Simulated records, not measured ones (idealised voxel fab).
Module name: voxel capacitor over wiring (process module)
Section cut is 270 nm wide and gridded with 5 nm square cells.
In this document a cross-section is written as a grid of square cells. It is given as a series of bands, listed from the top down, and a band is one or more rows of cells. Band entry format. Leading values: height of top, height of bottom, nm. Remainder: materials in left-to-right order, each with its width in nm. Special words: "everywhere" on a single material, which then fills the band edge to edge; "empty", empty space. All heights in this document are referenced to 0, defined as the level beneath which the wafer, as received, consists entirely of one material. The lowest band is not bounded below; it extends indefinitely downward and is written in the form "0 and below". The width entry "30..40" should be interpreted row by row: the top row of cells in the band takes the first number, the bottom row takes the second number, and the change between adjacent rows is uniform throughout. "everything unchanged" for a step: no cell of the cross-section changed in that step. Each empty space that has no open way to the top and spans at least 8 cells appears under "Encapsulated voids" as width x height at distance, the distance counted from the left edge, all in nm. after a step's settings: what the simulator itself notes on the step. Steps that use a mask can have "overlay nm" on their line. It says how far the mask sat to the right of where it was meant to be. Negative means to the left.
Planned step list for the process:
- 1: RECEIVE [material Si]
- 2: CONFORMAL_DEP [material SiO2] [thk nm 15]
- 3: DIRECTIONAL_DEP [material TiN] [thk nm 5]
- 4: DIRECTIONAL_DEP [material Ru] [thk nm 25]
- 5: DIRECTIONAL_DEP [material aC] [thk nm 15]
- 6: PATTERN [tone cover] [mask id METAL_1] [material resist] [width nm 20] [pitch nm 85] [thk nm 35] [overlay nm 0]
- 7: DIRECTIONAL_ETCH [etch materials aC] [depth nm 15]
- 8: STRIP [etch materials resist]
- 9: DIRECTIONAL_ETCH [etch materials Ru] [depth nm 25]
- 10: DIRECTIONAL_ETCH [etch materials TiN] [depth nm 5]
- 11: STRIP [etch materials aC]
- 12: CONFORMAL_DEP [material SiCN] [thk nm 5]
- 13: FILL_DEP [material lowk] [thk nm 5]
- 14: CMP [height nm 45]
- 15: CONFORMAL_DEP [material SiCN] [thk nm 5]
- 16: DIRECTIONAL_DEP [material SiO2] [thk nm 15]
- 17: DIRECTIONAL_DEP [material aC] [thk nm 10]
- 18: PATTERN [tone open] [mask id PLUG_1] [material resist] [width nm 15] [thk nm 25] [overlay nm 0]
- 19: DIRECTIONAL_ETCH [etch materials aC] [depth nm 10]
- 20: STRIP [etch materials resist]
- 21: DIRECTIONAL_ETCH [etch materials SiO2] [depth nm 15]
- 22: DIRECTIONAL_ETCH [etch materials SiCN] [depth nm 5]
- 23: STRIP [etch materials aC]
- 24: CONFORMAL_DEP [material TiN] [thk nm 5]
- 25: FILL_DEP [material Ru] [thk nm 10]
- 26: CMP [height nm 65]
- 27: DIRECTIONAL_DEP [material TiN] [thk nm 5]
- 28: DIRECTIONAL_DEP [material SiN] [thk nm 5]
- 29: DIRECTIONAL_DEP [material TiN] [thk nm 5]
- 30: MASKED_ETCH [tone cover] [mask id UPPER_PLATE] [width nm 70] [etch materials TiN] [depth nm 5] [overlay nm 0]
- 31: MASKED_ETCH [tone cover] [mask id UPPER_PLATE] [width nm 70] [etch materials SiN] [depth nm 5] [overlay nm 0]
- 32: PATTERN [tone cover] [mask id LOWER_PLATE] [material resist] [width nm 80] [thk nm 15] [overlay nm 0]
- 33: DIRECTIONAL_ETCH [etch materials TiN] [depth nm 5]
- 34: STRIP [etch materials resist]
- 35: FILL_DEP [material SiO2] [thk nm 20]
- 36: CMP [height nm 95]
- 37: MASKED_ETCH [tone open] [mask id PLUG_2] [width nm 15] [etch materials SiO2] [depth nm 15] [overlay nm 0]
- 38: CONFORMAL_DEP [material TiN] [thk nm 5]
- 39: FILL_DEP [material Ru] [thk nm 5]
- 40: CMP [height nm 95]
- 41: CONFORMAL_DEP [material SiN] [thk nm 5]
First of two wafers, with the run carried out as planned:
As received (post step 1): cross-section:
  0 and below = Si everywhere
  Encapsulated voids: none
Cross-sectional representation of the wafer at the conclusion of step 2:
  15 down to 0 = SiO2 everywhere
  Beneath the level 0, the cross-section is identical to its previous state.
Cross-sectional representation of the wafer at the conclusion of step 3:
  20 down to 15 = TiN everywhere
  Beneath the level 15, the cross-section is identical to its previous state.
Cross-sectional representation of the wafer at the conclusion of step 4:
  45 down to 20 = Ru everywhere
  Beneath the level 20, the cross-section is identical to its previous state.
Cross-sectional representation of the wafer at the conclusion of step 5:
  60 down to 45 = aC everywhere
  Beneath the level 45, the cross-section is identical to its previous state.
Cross-sectional representation of the wafer at the conclusion of step 6:
  95 down to 60 = empty (80) / resist (20) / empty (65) / resist (20) / empty (85)
  Beneath the level 60, the cross-section is identical to its previous state.
Cross-sectional representation of the wafer at the conclusion of step 7:
  80 down to 60 = empty (80) / resist (20) / empty (65) / resist (20) / empty (85)
  60 down to 45 = empty (80) / aC (20) / empty (65) / aC (20) / empty (85)
  Beneath the level 45, the cross-section is identical to its previous state.
Cross-sectional representation of the wafer at the conclusion of step 8:
  60 down to 45 = empty (80) / aC (20) / empty (65) / aC (20) / empty (85)
  Beneath the level 45, the cross-section is identical to its previous state.
Cross-sectional representation of the wafer at the conclusion of step 9:
  60 down to 45 = empty (80) / aC (20) / empty (65) / aC (20) / empty (85)
  45 down to 20 = empty (80) / Ru (20) / empty (65) / Ru (20) / empty (85)
  Beneath the level 20, the cross-section is identical to its previous state.
Cross-sectional representation of the wafer at the conclusion of step 10:
  60 down to 45 = empty (80) / aC (20) / empty (65) / aC (20) / empty (85)
  45 down to 20 = empty (80) / Ru (20) / empty (65) / Ru (20) / empty (85)
  20 down to 15 = empty (80) / TiN (20) / empty (65) / TiN (20) / empty (85)
  Beneath the level 15, the cross-section is identical to its previous state.
Cross-sectional representation of the wafer at the conclusion of step 11:
  45 down to 20 = empty (80) / Ru (20) / empty (65) / Ru (20) / empty (85)
  Beneath the level 20, the cross-section is identical to its previous state.
Cross-sectional representation of the wafer at the conclusion of step 12:
  50 down to 45 = empty (75) / SiCN (30) / empty (55) / SiCN (30) / empty (80)
  45 down to 20 = empty (75) / SiCN (5) / Ru (20) / SiCN (5) / empty (55) / SiCN (5) / Ru (20) / SiCN (5) / empty (80)
  20 down to 15 = SiCN (80) / TiN (20) / SiCN (65) / TiN (20) / SiCN (85)
  Beneath the level 15, the cross-section is identical to its previous state.
Cross-sectional representation of the wafer at the conclusion of step 13:
  55 down to 50 = lowk everywhere
  50 down to 45 = lowk (75) / SiCN (30) / lowk (55) / SiCN (30) / lowk (80)
  45 down to 20 = lowk (75) / SiCN (5) / Ru (20) / SiCN (5) / lowk (55) / SiCN (5) / Ru (20) / SiCN (5) / lowk (80)
  Beneath the level 20, the cross-section is identical to its previous state.
Cross-sectional representation of the wafer at the conclusion of step 14:
  45 down to 20 = lowk (75) / SiCN (5) / Ru (20) / SiCN (5) / lowk (55) / SiCN (5) / Ru (20) / SiCN (5) / lowk (80)
  Beneath the level 20, the cross-section is identical to its previous state.
Cross-sectional representation of the wafer at the conclusion of step 15:
  50 down to 45 = SiCN everywhere
  Beneath the level 45, the cross-section is identical to its previous state.
Cross-sectional representation of the wafer at the conclusion of step 16:
  65 down to 50 = SiO2 everywhere
  Beneath the level 50, the cross-section is identical to its previous state.
Cross-sectional representation of the wafer at the conclusion of step 17:
  75 down to 65 = aC everywhere
  Beneath the level 65, the cross-section is identical to its previous state.
Cross-sectional representation of the wafer at the conclusion of step 18:
  100 down to 75 = resist (85) / empty (15) / resist (170)
  Beneath the level 75, the cross-section is identical to its previous state.
Cross-sectional representation of the wafer at the conclusion of step 19:
  90 down to 75 = resist (85) / empty (15) / resist (170)
  75 down to 65 = aC (85) / empty (15) / aC (170)
  Beneath the level 65, the cross-section is identical to its previous state.
Cross-sectional representation of the wafer at the conclusion of step 20:
  75 down to 65 = aC (85) / empty (15) / aC (170)
  Beneath the level 65, the cross-section is identical to its previous state.
Cross-sectional representation of the wafer at the conclusion of step 21:
  75 down to 65 = aC (85) / empty (15) / aC (170)
  65 down to 50 = SiO2 (85) / empty (15) / SiO2 (170)
  Beneath the level 50, the cross-section is identical to its previous state.
Cross-sectional representation of the wafer at the conclusion of step 22:
  75 down to 65 = aC (85) / empty (15) / aC (170)
  65 down to 50 = SiO2 (85) / empty (15) / SiO2 (170)
  50 down to 45 = SiCN (85) / empty (15) / SiCN (170)
  Beneath the level 45, the cross-section is identical to its previous state.
Cross-sectional representation of the wafer at the conclusion of step 23:
  65 down to 50 = SiO2 (85) / empty (15) / SiO2 (170)
  Beneath the level 50, the cross-section is identical to its previous state.
Cross-sectional representation of the wafer at the conclusion of step 24:
  70 down to 65 = TiN (90) / empty (5) / TiN (175)
  65 down to 50 = SiO2 (85) / TiN (5) / empty (5) / TiN (5) / SiO2 (170)
  50 down to 45 = SiCN (85) / TiN (15) / SiCN (170)
  Beneath the level 45, the cross-section is identical to its previous state.
Cross-sectional representation of the wafer at the conclusion of step 25:
  80 down to 70 = Ru everywhere
  70 down to 65 = TiN (90) / Ru (5) / TiN (175)
  65 down to 50 = SiO2 (85) / TiN (5) / Ru (5) / TiN (5) / SiO2 (170)
  Beneath the level 50, the cross-section is identical to its previous state.
Cross-sectional representation of the wafer at the conclusion of step 26:
  65 down to 50 = SiO2 (85) / TiN (5) / Ru (5) / TiN (5) / SiO2 (170)
  Beneath the level 50, the cross-section is identical to its previous state.
Cross-sectional representation of the wafer at the conclusion of step 27:
  70 down to 65 = TiN everywhere
  Beneath the level 65, the cross-section is identical to its previous state.
Cross-sectional representation of the wafer at the conclusion of step 28:
  75 down to 70 = SiN everywhere
  Beneath the level 70, the cross-section is identical to its previous state.
Cross-sectional representation of the wafer at the conclusion of step 29:
  80 down to 75 = TiN everywhere
  Beneath the level 75, the cross-section is identical to its previous state.
Cross-sectional representation of the wafer at the conclusion of step 30:
  80 down to 75 = empty (85) / TiN (70) / empty (115)
  Beneath the level 75, the cross-section is identical to its previous state.
Cross-sectional representation of the wafer at the conclusion of step 31:
  80 down to 75 = empty (85) / TiN (70) / empty (115)
  75 down to 70 = empty (85) / SiN (70) / empty (115)
  Beneath the level 70, the cross-section is identical to its previous state.
Cross-sectional representation of the wafer at the conclusion of step 32:
  95 down to 80 = empty (80) / resist (80) / empty (110)
  80 down to 75 = empty (80) / resist (5) / TiN (70) / resist (5) / empty (110)
  75 down to 70 = empty (80) / resist (5) / SiN (70) / resist (5) / empty (110)
  Beneath the level 70, the cross-section is identical to its previous state.
Cross-sectional representation of the wafer at the conclusion of step 33:
  95 down to 80 = empty (80) / resist (80) / empty (110)
  80 down to 75 = empty (80) / resist (5) / TiN (70) / resist (5) / empty (110)
  75 down to 70 = empty (80) / resist (5) / SiN (70) / resist (5) / empty (110)
  70 down to 65 = empty (80) / TiN (80) / empty (110)
  Beneath the level 65, the cross-section is identical to its previous state.
Cross-sectional representation of the wafer at the conclusion of step 34:
  80 down to 75 = empty (85) / TiN (70) / empty (115)
  75 down to 70 = empty (85) / SiN (70) / empty (115)
  Beneath the level 70, the cross-section is identical to its previous state.
Cross-sectional representation of the wafer at the conclusion of step 35:
  100 down to 80 = SiO2 everywhere
  80 down to 75 = SiO2 (85) / TiN (70) / SiO2 (115)
  75 down to 70 = SiO2 (85) / SiN (70) / SiO2 (115)
  70 down to 65 = SiO2 (80) / TiN (80) / SiO2 (110)
  Beneath the level 65, the cross-section is identical to its previous state.
Cross-sectional representation of the wafer at the conclusion of step 36:
  95 down to 80 = SiO2 everywhere
  Beneath the level 80, the cross-section is identical to its previous state.
Cross-sectional representation of the wafer at the conclusion of step 37:
  95 down to 80 = SiO2 (95) / empty (15) / SiO2 (160)
  Beneath the level 80, the cross-section is identical to its previous state.
Cross-sectional representation of the wafer at the conclusion of step 38:
  100 down to 95 = TiN (100) / empty (5) / TiN (165)
  95 down to 85 = SiO2 (95) / TiN (5) / empty (5) / TiN (5) / SiO2 (160)
  85 down to 75 = SiO2 (95..85) / TiN (15..70) / SiO2 (160..115)
  Beneath the level 75, the cross-section is identical to its previous state.
Cross-sectional representation of the wafer at the conclusion of step 39:
  105 down to 100 = Ru everywhere
  100 down to 95 = TiN (100) / Ru (5) / TiN (165)
  95 down to 85 = SiO2 (95) / TiN (5) / Ru (5) / TiN (5) / SiO2 (160)
  Beneath the level 85, the cross-section is identical to its previous state.
Cross-sectional representation of the wafer at the conclusion of step 40:
  95 down to 85 = SiO2 (95) / TiN (5) / Ru (5) / TiN (5) / SiO2 (160)
  Beneath the level 85, the cross-section is identical to its previous state.
Cross-sectional representation of the wafer at the conclusion of step 41:
  100 down to 95 = SiN everywhere
  Beneath the level 95, the cross-section is identical to its previous state.
Second wafer, same starting state and plan as the first, one mistake in the run, identical through step 1:
Cross-section of the second wafer at the time by which step 2 should have been completed according to the plan:
  30 down to 0 = SiO2 everywhere
  Beneath the level 0, the cross-section is identical to its previous state.
Cross-section of the second wafer at the time by which step 3 should have been completed according to the plan:
  35 down to 30 = TiN everywhere
  Beneath the level 30, the cross-section is identical to its previous state.
Cross-section of the second wafer at the time by which step 4 should have been completed according to the plan:
  60 down to 35 = Ru everywhere
  Beneath the level 35, the cross-section is identical to its previous state.
Cross-section of the second wafer at the time by which step 5 should have been completed according to the plan:
  75 down to 60 = aC everywhere
  Beneath the level 60, the cross-section is identical to its previous state.
Cross-section of the second wafer at the time by which step 6 should have been completed according to the plan:
  110 down to 75 = empty (80) / resist (20) / empty (65) / resist (20) / empty (85)
  Beneath the level 75, the cross-section is identical to its previous state.
Cross-section of the second wafer at the time by which step 7 should have been completed according to the plan:
  95 down to 75 = empty (80) / resist (20) / empty (65) / resist (20) / empty (85)
  75 down to 60 = empty (80) / aC (20) / empty (65) / aC (20) / empty (85)
  Beneath the level 60, the cross-section is identical to its previous state.
Cross-section of the second wafer at the time by which step 8 should have been completed according to the plan:
  75 down to 60 = empty (80) / aC (20) / empty (65) / aC (20) / empty (85)
  Beneath the level 60, the cross-section is identical to its previous state.
Cross-section of the second wafer at the time by which step 9 should have been completed according to the plan:
  75 down to 60 = empty (80) / aC (20) / empty (65) / aC (20) / empty (85)
  60 down to 35 = empty (80) / Ru (20) / empty (65) / Ru (20) / empty (85)
  Beneath the level 35, the cross-section is identical to its previous state.
Cross-section of the second wafer at the time by which step 10 should have been completed according to the plan:
  75 down to 60 = empty (80) / aC (20) / empty (65) / aC (20) / empty (85)
  60 down to 35 = empty (80) / Ru (20) / empty (65) / Ru (20) / empty (85)
  35 down to 30 = empty (80) / TiN (20) / empty (65) / TiN (20) / empty (85)
  Beneath the level 30, the cross-section is identical to its previous state.
Cross-section of the second wafer at the time by which step 11 should have been completed according to the plan:
  60 down to 35 = empty (80) / Ru (20) / empty (65) / Ru (20) / empty (85)
  Beneath the level 35, the cross-section is identical to its previous state.
Cross-section of the second wafer at the time by which step 12 should have been completed according to the plan:
  65 down to 60 = empty (75) / SiCN (30) / empty (55) / SiCN (30) / empty (80)
  60 down to 35 = empty (75) / SiCN (5) / Ru (20) / SiCN (5) / empty (55) / SiCN (5) / Ru (20) / SiCN (5) / empty (80)
  35 down to 30 = SiCN (80) / TiN (20) / SiCN (65) / TiN (20) / SiCN (85)
  Beneath the level 30, the cross-section is identical to its previous state.
Cross-section of the second wafer at the time by which step 13 should have been completed according to the plan:
  70 down to 65 = lowk everywhere
  65 down to 60 = lowk (75) / SiCN (30) / lowk (55) / SiCN (30) / lowk (80)
  60 down to 35 = lowk (75) / SiCN (5) / Ru (20) / SiCN (5) / lowk (55) / SiCN (5) / Ru (20) / SiCN (5) / lowk (80)
  Beneath the level 35, the cross-section is identical to its previous state.
Cross-section of the second wafer at the time by which step 14 should have been completed according to the plan:
  45 down to 35 = lowk (75) / SiCN (5) / Ru (20) / SiCN (5) / lowk (55) / SiCN (5) / Ru (20) / SiCN (5) / lowk (80)
  Beneath the level 35, the cross-section is identical to its previous state.
Cross-section of the second wafer at the time by which step 15 should have been completed according to the plan:
  50 down to 45 = SiCN everywhere
  Beneath the level 45, the cross-section is identical to its previous state.
Cross-section of the second wafer at the time by which step 16 should have been completed according to the plan:
  65 down to 50 = SiO2 everywhere
  Beneath the level 50, the cross-section is identical to its previous state.
Cross-section of the second wafer at the time by which step 17 should have been completed according to the plan:
  75 down to 65 = aC everywhere
  Beneath the level 65, the cross-section is identical to its previous state.
Cross-section of the second wafer at the time by which step 18 should have been completed according to the plan:
  100 down to 75 = resist (85) / empty (15) / resist (170)
  Beneath the level 75, the cross-section is identical to its previous state.
Cross-section of the second wafer at the time by which step 19 should have been completed according to the plan:
  90 down to 75 = resist (85) / empty (15) / resist (170)
  75 down to 65 = aC (85) / empty (15) / aC (170)
  Beneath the level 65, the cross-section is identical to its previous state.
Cross-section of the second wafer at the time by which step 20 should have been completed according to the plan:
  75 down to 65 = aC (85) / empty (15) / aC (170)
  Beneath the level 65, the cross-section is identical to its previous state.
Cross-section of the second wafer at the time by which step 21 should have been completed according to the plan:
  75 down to 65 = aC (85) / empty (15) / aC (170)
  65 down to 50 = SiO2 (85) / empty (15) / SiO2 (170)
  Beneath the level 50, the cross-section is identical to its previous state.
Cross-section of the second wafer at the time by which step 22 should have been completed according to the plan:
  75 down to 65 = aC (85) / empty (15) / aC (170)
  65 down to 50 = SiO2 (85) / empty (15) / SiO2 (170)
  50 down to 45 = SiCN (85) / empty (15) / SiCN (170)
  Beneath the level 45, the cross-section is identical to its previous state.
Cross-section of the second wafer at the time by which step 23 should have been completed according to the plan:
  65 down to 50 = SiO2 (85) / empty (15) / SiO2 (170)
  Beneath the level 50, the cross-section is identical to its previous state.
Cross-section of the second wafer at the time by which step 24 should have been completed according to the plan:
  70 down to 65 = TiN (90) / empty (5) / TiN (175)
  65 down to 50 = SiO2 (85) / TiN (5) / empty (5) / TiN (5) / SiO2 (170)
  50 down to 45 = SiCN (85) / TiN (15) / SiCN (170)
  Beneath the level 45, the cross-section is identical to its previous state.
Cross-section of the second wafer at the time by which step 25 should have been completed according to the plan:
  80 down to 70 = Ru everywhere
  70 down to 65 = TiN (90) / Ru (5) / TiN (175)
  65 down to 50 = SiO2 (85) / TiN (5) / Ru (5) / TiN (5) / SiO2 (170)
  Beneath the level 50, the cross-section is identical to its previous state.
Cross-section of the second wafer at the time by which step 26 should have been completed according to the plan:
  65 down to 50 = SiO2 (85) / TiN (5) / Ru (5) / TiN (5) / SiO2 (170)
  Beneath the level 50, the cross-section is identical to its previous state.
Cross-section of the second wafer at the time by which step 27 should have been completed according to the plan:
  70 down to 65 = TiN everywhere
  Beneath the level 65, the cross-section is identical to its previous state.
Cross-section of the second wafer at the time by which step 28 should have been completed according to the plan:
  75 down to 70 = SiN everywhere
  Beneath the level 70, the cross-section is identical to its previous state.
Cross-section of the second wafer at the time by which step 29 should have been completed according to the plan:
  80 down to 75 = TiN everywhere
  Beneath the level 75, the cross-section is identical to its previous state.
Cross-section of the second wafer at the time by which step 30 should have been completed according to the plan:
  80 down to 75 = empty (85) / TiN (70) / empty (115)
  Beneath the level 75, the cross-section is identical to its previous state.
Cross-section of the second wafer at the time by which step 31 should have been completed according to the plan:
  80 down to 75 = empty (85) / TiN (70) / empty (115)
  75 down to 70 = empty (85) / SiN (70) / empty (115)
  Beneath the level 70, the cross-section is identical to its previous state.
Cross-section of the second wafer at the time by which step 32 should have been completed according to the plan:
  95 down to 80 = empty (80) / resist (80) / empty (110)
  80 down to 75 = empty (80) / resist (5) / TiN (70) / resist (5) / empty (110)
  75 down to 70 = empty (80) / resist (5) / SiN (70) / resist (5) / empty (110)
  Beneath the level 70, the cross-section is identical to its previous state.
Cross-section of the second wafer at the time by which step 33 should have been completed according to the plan:
  95 down to 80 = empty (80) / resist (80) / empty (110)
  80 down to 75 = empty (80) / resist (5) / TiN (70) / resist (5) / empty (110)
  75 down to 70 = empty (80) / resist (5) / SiN (70) / resist (5) / empty (110)
  70 down to 65 = empty (80) / TiN (80) / empty (110)
  Beneath the level 65, the cross-section is identical to its previous state.
Cross-section of the second wafer at the time by which step 34 should have been completed according to the plan:
  80 down to 75 = empty (85) / TiN (70) / empty (115)
  75 down to 70 = empty (85) / SiN (70) / empty (115)
  Beneath the level 70, the cross-section is identical to its previous state.
Cross-section of the second wafer at the time by which step 35 should have been completed according to the plan:
  100 down to 80 = SiO2 everywhere
  80 down to 75 = SiO2 (85) / TiN (70) / SiO2 (115)
  75 down to 70 = SiO2 (85) / SiN (70) / SiO2 (115)
  70 down to 65 = SiO2 (80) / TiN (80) / SiO2 (110)
  Beneath the level 65, the cross-section is identical to its previous state.
Cross-section of the second wafer at the time by which step 36 should have been completed according to the plan:
  95 down to 80 = SiO2 everywhere
  Beneath the level 80, the cross-section is identical to its previous state.
Cross-section of the second wafer at the time by which step 37 should have been completed according to the plan:
  95 down to 80 = SiO2 (95) / empty (15) / SiO2 (160)
  Beneath the level 80, the cross-section is identical to its previous state.
Cross-section of the second wafer at the time by which step 38 should have been completed according to the plan:
  100 down to 95 = TiN (100) / empty (5) / TiN (165)
  95 down to 85 = SiO2 (95) / TiN (5) / empty (5) / TiN (5) / SiO2 (160)
  85 down to 75 = SiO2 (95..85) / TiN (15..70) / SiO2 (160..115)
  Beneath the level 75, the cross-section is identical to its previous state.
Cross-section of the second wafer at the time by which step 39 should have been completed according to the plan:
  105 down to 100 = Ru everywhere
  100 down to 95 = TiN (100) / Ru (5) / TiN (165)
  95 down to 85 = SiO2 (95) / TiN (5) / Ru (5) / TiN (5) / SiO2 (160)
  Beneath the level 85, the cross-section is identical to its previous state.
Cross-section of the second wafer at the time by which step 40 should have been completed according to the plan:
  95 down to 85 = SiO2 (95) / TiN (5) / Ru (5) / TiN (5) / SiO2 (160)
  Beneath the level 85, the cross-section is identical to its previous state.
Cross-section of the second wafer at the time by which step 41 should have been completed according to the plan:
  100 down to 95 = SiN everywhere
  Beneath the level 95, the cross-section is identical to its previous state.
Run error: step 2 from the plan got run twice
Final comparison by cell count, materials where the second wafer has more or fewer than the first: -24 Ru; -12 SiCN; +162 SiO2; -126 lowk
